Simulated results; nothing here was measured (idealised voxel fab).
process module | voxel transistor to metal
cross-section cut | 165 nm wide | cells 5 nm
A cross-section is a grid of square cells, given in bands from the top down. A band is one or more rows of cells.
Each band's line starts with the height of the band's top and of its bottom, in nm. Then come its materials from left to right, each with its width in nm. One material with "throughout" fills the band from edge to edge. "air" is empty space.
Height 0 is the level under which the wafer as received is all one material. The lowest band goes on downwards, as in "0 down".
A width such as "30 to 40" changes by the same amount from each row of cells to the next, from the band's top row to its bottom row.
"no change" after a step means that no cell of the cross-section changed.
closed voids: empty space of 8 cells or more with no open way to the top, each as width x height at its distance from the left edge, in nm
after a step's settings: what the simulator itself notes on the step
overlay nm, on a step with a mask: how far to the right of its planned place the mask lay; to the left if negative
plan
1 op RECEIVE | material Si
2 op OXIDIZE | depth nm 5
3 op CONFORMAL_DEP | material SiN | thk nm 10
4 op MASKED_ETCH | tone cover | mask id ACTIVE | width nm 115 | etch materials SiN | depth nm 10 | overlay nm 0
5 op MASKED_ETCH | tone cover | mask id ACTIVE | width nm 115 | etch materials SiO2 | depth nm 5 | overlay nm 0
6 op MASKED_ETCH | tone cover | mask id ACTIVE | width nm 115 | etch materials Si | depth nm 35 | overlay nm 0
7 op OXIDIZE | depth nm 5
8 op FILL_DEP | material SiO2 | thk nm 15
9 op CMP | height nm 10
10 op SELECTIVE_ETCH | etch materials SiO2 | depth nm 10
11 op STRIP | etch materials SiN
12 op SELECTIVE_ETCH | etch materials SiO2 | depth nm 5
13 op OXIDIZE | depth nm 5
14 op DIRECTIONAL_DEP | material polySi | thk nm 25
15 op DIRECTIONAL_DEP | material SiCN | thk nm 10
16 op MASKED_ETCH | tone cover | mask id GATE | width nm 35 | etch materials SiCN | depth nm 20 | overlay nm 0
17 op MASKED_ETCH | tone cover | mask id GATE | width nm 35 | etch materials polySi | depth nm 35 | overlay nm 0
18 op CONFORMAL_DEP | material SiN | thk nm 10
19 op DIRECTIONAL_ETCH | etch materials SiN | depth nm 10
20 op DIRECTIONAL_ETCH | etch materials SiO2 | depth nm 5
21 op DIRECTIONAL_ETCH | etch materials Si | depth nm 5
22 op EPI | material SiGe | thk nm 5
23 op FILL_DEP | material SiO2 | thk nm 10
24 op CMP | height nm 20
25 op STRIP | etch materials polySi
26 op SELECTIVE_ETCH | etch materials SiO2 | depth nm 5
27 op CONFORMAL_DEP | material HfO2 | thk nm 5
28 op CONFORMAL_DEP | material TiN | thk nm 5
29 op FILL_DEP | material W | thk nm 5
30 op CMP | height nm 15
31 op DIRECTIONAL_DEP | material SiO2 | thk nm 10
32 op DIRECTIONAL_DEP | material aC | thk nm 10
33 op PATTERN | tone open | mask id CONTACT | material resist | width nm 20 | pitch nm 85 | thk nm 30 | overlay nm 0
34 op DIRECTIONAL_ETCH | etch materials aC | depth nm 10
35 op STRIP | etch materials resist
36 op DIRECTIONAL_ETCH | etch materials SiO2 | depth nm 35
37 op STRIP | etch materials aC
38 op CONFORMAL_DEP | material TiN | thk nm 5
39 op FILL_DEP | material W | thk nm 5
40 op CMP | height nm 25
41 op DIRECTIONAL_DEP | material TiN | thk nm 5
42 op DIRECTIONAL_DEP | material W | thk nm 25
43 op MASKED_ETCH | tone cover | mask id METAL_1 | width nm 20 | pitch nm 85 | etch materials W | depth nm 25 | overlay nm 0
44 op MASKED_ETCH | tone cover | mask id METAL_1 | width nm 20 | pitch nm 85 | etch materials TiN | depth nm 5 | overlay nm 0
45 op CONFORMAL_DEP | material SiN | thk nm 5
46 op FILL_DEP | material lowk | thk nm 5
47 op CMP | height nm 55
48 op CONFORMAL_DEP | material SiCN | thk nm 5
first wafer, as planned
as received, after step 1
  0 down: Si throughout
  closed voids: none
after step 2
  0 to -5: SiO2 throughout
  below -5: unchanged
after step 3
  10 to 0: SiN throughout
  below 0: unchanged
after step 4
  10 to 0: air 25 | SiN 115 | air 25
  below 0: unchanged
after step 5
  10 to 0: air 25 | SiN 115 | air 25
  0 to -5: air 25 | SiO2 115 | air 25
  below -5: unchanged
after step 6
  10 to 0: air 25 | SiN 115 | air 25
  0 to -5: air 25 | SiO2 115 | air 25
  -5 to -40: air 25 | Si 115 | air 25
  below -40: unchanged
after step 7
  10 to 0: air 25 | SiN 115 | air 25
  0 to -5: air 25 | SiO2 115 | air 25
  -5 to -40: air 25 | SiO2 5 | Si 105 | SiO2 5 | air 25
  -40 to -45: SiO2 30 | Si 105 | SiO2 30
  below -45: unchanged
after step 8
  25 to 10: SiO2 throughout
  10 to 0: SiO2 25 | SiN 115 | SiO2 25
  0 to -5: SiO2 throughout
  -5 to -45: SiO2 30 | Si 105 | SiO2 30
  below -45: unchanged
after step 9
  10 to 0: SiO2 25 | SiN 115 | SiO2 25
  below 0: unchanged
after step 10
  10 to 0: air 25 | SiN 115 | air 25
  below 0: unchanged
after step 11
  0 to -5: SiO2 throughout
  below -5: unchanged
after step 12
  -5 to -45: SiO2 30 | Si 105 | SiO2 30
  below -45: unchanged
after step 13
  -5 to -10: SiO2 throughout
  below -10: unchanged
after step 14
  20 to -5: polySi throughout
  below -5: unchanged
after step 15
  30 to 20: SiCN throughout
  below 20: unchanged
after step 16
  30 to 20: air 65 | SiCN 35 | air 65
  below 20: unchanged
after step 17
  30 to 20: air 65 | SiCN 35 | air 65
  20 to -5: air 65 | polySi 35 | air 65
  below -5: unchanged
after step 18
  40 to 30: air 55 | SiN 55 | air 55
  30 to 20: air 55 | SiN 10 | SiCN 35 | SiN 10 | air 55
  20 to 5: air 55 | SiN 10 | polySi 35 | SiN 10 | air 55
  5 to -5: SiN 65 | polySi 35 | SiN 65
  below -5: unchanged
after step 19
  30 to 20: air 55 | SiN 10 | SiCN 35 | SiN 10 | air 55
  20 to -5: air 55 | SiN 10 | polySi 35 | SiN 10 | air 55
  below -5: unchanged
after step 20
  30 to 20: air 55 | SiN 10 | SiCN 35 | SiN 10 | air 55
  20 to -5: air 55 | SiN 10 | polySi 35 | SiN 10 | air 55
  -5 to -10: air 55 | SiO2 55 | air 55
  below -10: unchanged
after step 21
  30 to 20: air 55 | SiN 10 | SiCN 35 | SiN 10 | air 55
  20 to -5: air 55 | SiN 10 | polySi 35 | SiN 10 | air 55
  -5 to -10: air 55 | SiO2 55 | air 55
  -10 to -15: SiO2 30 | air 25 | Si 55 | air 25 | SiO2 30
  below -15: unchanged
after step 22
  30 to 20: air 55 | SiN 10 | SiCN 35 | SiN 10 | air 55
  20 to -5: air 55 | SiN 10 | polySi 35 | SiN 10 | air 55
  -5 to -10: air 50 | SiGe 5 | SiO2 55 | SiGe 5 | air 50
  -10 to -15: SiO2 30 | SiGe 25 | Si 55 | SiGe 25 | SiO2 30
  below -15: unchanged
after step 23
  40 to 30: SiO2 throughout
  30 to 20: SiO2 55 | SiN 10 | SiCN 35 | SiN 10 | SiO2 55
  20 to -5: SiO2 55 | SiN 10 | polySi 35 | SiN 10 | SiO2 55
  -5 to -10: SiO2 50 | SiGe 5 | SiO2 55 | SiGe 5 | SiO2 50
  below -10: unchanged
after step 24
  20 to -5: SiO2 55 | SiN 10 | polySi 35 | SiN 10 | SiO2 55
  below -5: unchanged
after step 25
  20 to -5: SiO2 55 | SiN 10 | air 35 | SiN 10 | SiO2 55
  below -5: unchanged
after step 26
  20 to 15: air 55 | SiN 10 | air 35 | SiN 10 | air 55
  15 to -5: SiO2 55 | SiN 10 | air 35 | SiN 10 | SiO2 55
  -5 to -10: SiO2 50 | SiGe 5 | SiO2 5 | air 45 | SiO2 5 | SiGe 5 | SiO2 50
  below -10: unchanged
after step 27
  25 to 20: air 50 | HfO2 20 | air 25 | HfO2 20 | air 50
  20 to 15: HfO2 55 | SiN 10 | HfO2 5 | air 25 | HfO2 5 | SiN 10 | HfO2 55
  15 to -5: SiO2 55 | SiN 10 | HfO2 5 | air 25 | HfO2 5 | SiN 10 | SiO2 55
  -5 to -10: SiO2 50 | SiGe 5 | SiO2 5 | HfO2 45 | SiO2 5 | SiGe 5 | SiO2 50
  below -10: unchanged
after step 28
  30 to 25: air 45 | TiN 30 | air 15 | TiN 30 | air 45
  25 to 20: TiN 50 | HfO2 20 | TiN 5 | air 15 | TiN 5 | HfO2 20 | TiN 50
  20 to 15: HfO2 55 | SiN 10 | HfO2 5 | TiN 5 | air 15 | TiN 5 | HfO2 5 | SiN 10 | HfO2 55
  15 to 0: SiO2 55 | SiN 10 | HfO2 5 | TiN 5 | air 15 | TiN 5 | HfO2 5 | SiN 10 | SiO2 55
  0 to -5: SiO2 55 | SiN 10 | HfO2 5 | TiN 25 | HfO2 5 | SiN 10 | SiO2 55
  below -5: unchanged
after step 29
  35 to 30: W throughout
  30 to 25: W 45 | TiN 30 | W 15 | TiN 30 | W 45
  25 to 20: TiN 50 | HfO2 20 | TiN 5 | W 15 | TiN 5 | HfO2 20 | TiN 50
  20 to 15: HfO2 55 | SiN 10 | HfO2 5 | TiN 5 | W 15 | TiN 5 | HfO2 5 | SiN 10 | HfO2 55
  15 to 0: SiO2 55 | SiN 10 | HfO2 5 | TiN 5 | W 15 | TiN 5 | HfO2 5 | SiN 10 | SiO2 55
  below 0: unchanged
after step 30
  15 to 0: SiO2 55 | SiN 10 | HfO2 5 | TiN 5 | W 15 | TiN 5 | HfO2 5 | SiN 10 | SiO2 55
  below 0: unchanged
after step 31
  25 to 15: SiO2 throughout
  below 15: unchanged
after step 32
  35 to 25: aC throughout
  below 25: unchanged
after step 33
  65 to 35: resist 30 | air 20 | resist 65 | air 20 | resist 30
  below 35: unchanged
after step 34
  55 to 35: resist 30 | air 20 | resist 65 | air 20 | resist 30
  35 to 25: aC 30 | air 20 | aC 65 | air 20 | aC 30
  below 25: unchanged
after step 35
  35 to 25: aC 30 | air 20 | aC 65 | air 20 | aC 30
  below 25: unchanged
after step 36
  35 to 25: aC 30 | air 20 | aC 65 | air 20 | aC 30
  25 to 15: SiO2 30 | air 20 | SiO2 65 | air 20 | SiO2 30
  15 to 0: SiO2 30 | air 20 | SiO2 5 | SiN 10 | HfO2 5 | TiN 5 | W 15 | TiN 5 | HfO2 5 | SiN 10 | SiO2 5 | air 20 | SiO2 30
  0 to -5: SiO2 30 | air 20 | SiO2 5 | SiN 10 | HfO2 5 | TiN 25 | HfO2 5 | SiN 10 | SiO2 5 | air 20 | SiO2 30
  -5 to -10: SiO2 30 | air 20 | SiGe 5 | SiO2 5 | HfO2 45 | SiO2 5 | SiGe 5 | air 20 | SiO2 30
  below -10: unchanged
after step 37
  25 to 15: SiO2 30 | air 20 | SiO2 65 | air 20 | SiO2 30
  below 15: unchanged
after step 38
  30 to 25: TiN 35 | air 10 | TiN 75 | air 10 | TiN 35
  25 to 15: SiO2 30 | TiN 5 | air 10 | TiN 5 | SiO2 65 | TiN 5 | air 10 | TiN 5 | SiO2 30
  15 to 0: SiO2 30 | TiN 5 | air 10 | TiN 5 | SiO2 5 | SiN 10 | HfO2 5 | TiN 5 | W 15 | TiN 5 | HfO2 5 | SiN 10 | SiO2 5 | TiN 5 | air 10 | TiN 5 | SiO2 30
  0 to -5: SiO2 30 | TiN 5 | air 10 | TiN 5 | SiO2 5 | SiN 10 | HfO2 5 | TiN 25 | HfO2 5 | SiN 10 | SiO2 5 | TiN 5 | air 10 | TiN 5 | SiO2 30
  -5 to -10: SiO2 30 | TiN 20 | SiGe 5 | SiO2 5 | HfO2 45 | SiO2 5 | SiGe 5 | TiN 20 | SiO2 30
  below -10: unchanged
after step 39
  35 to 30: W throughout
  30 to 25: TiN 35 | W 10 | TiN 75 | W 10 | TiN 35
  25 to 15: SiO2 30 | TiN 5 | W 10 | TiN 5 | SiO2 65 | TiN 5 | W 10 | TiN 5 | SiO2 30
  15 to 0: SiO2 30 | TiN 5 | W 10 | TiN 5 | SiO2 5 | SiN 10 | HfO2 5 | TiN 5 | W 15 | TiN 5 | HfO2 5 | SiN 10 | SiO2 5 | TiN 5 | W 10 | TiN 5 | SiO2 30
  0 to -5: SiO2 30 | TiN 5 | W 10 | TiN 5 | SiO2 5 | SiN 10 | HfO2 5 | TiN 25 | HfO2 5 | SiN 10 | SiO2 5 | TiN 5 | W 10 | TiN 5 | SiO2 30
  below -5: unchanged
after step 40
  25 to 15: SiO2 30 | TiN 5 | W 10 | TiN 5 | SiO2 65 | TiN 5 | W 10 | TiN 5 | SiO2 30
  below 15: unchanged
after step 41
  30 to 25: TiN throughout
  below 25: unchanged
after step 42
  55 to 30: W throughout
  below 30: unchanged
after step 43
  55 to 30: air 30 | W 20 | air 65 | W 20 | air 30
  below 30: unchanged
after step 44
  55 to 30: air 30 | W 20 | air 65 | W 20 | air 30
  30 to 25: air 30 | TiN 20 | air 65 | TiN 20 | air 30
  below 25: unchanged
after step 45
  60 to 55: air 25 | SiN 30 | air 55 | SiN 30 | air 25
  55 to 30: air 25 | SiN 5 | W 20 | SiN 5 | air 55 | SiN 5 | W 20 | SiN 5 | air 25
  30 to 25: SiN 30 | TiN 20 | SiN 65 | TiN 20 | SiN 30
  below 25: unchanged
after step 46
  65 to 60: lowk throughout
  60 to 55: lowk 25 | SiN 30 | lowk 55 | SiN 30 | lowk 25
  55 to 30: lowk 25 | SiN 5 | W 20 | SiN 5 | lowk 55 | SiN 5 | W 20 | SiN 5 | lowk 25
  below 30: unchanged
after step 47
  55 to 30: lowk 25 | SiN 5 | W 20 | SiN 5 | lowk 55 | SiN 5 | W 20 | SiN 5 | lowk 25
  below 30: unchanged
after step 48
  60 to 55: SiCN throughout
  below 55: unchanged
second wafer: like start, like plan, one mistake. Through step 41 it matches the first wafer
when step 42 should have ended
  55 to 30: lowk throughout
  below 30: unchanged
when step 43 should have ended: no change
when step 44 should have ended: no change
when step 45 should have ended
  60 to 55: SiN throughout
  below 55: unchanged
when step 46 should have ended
  65 to 60: lowk throughout
  below 60: unchanged
when step 47 should have ended
  55 to 30: lowk throughout
  below 30: unchanged
when step 48 should have ended
  60 to 55: SiCN throughout
  below 55: unchanged
what went wrong: step 42 ran as: op DIRECTIONAL_DEP | material lowk | thk nm 25
at the end the second wafer has, in cells: 45 fewer of SiN | 25 more of TiN | 40 fewer of W | 60 more of lowk
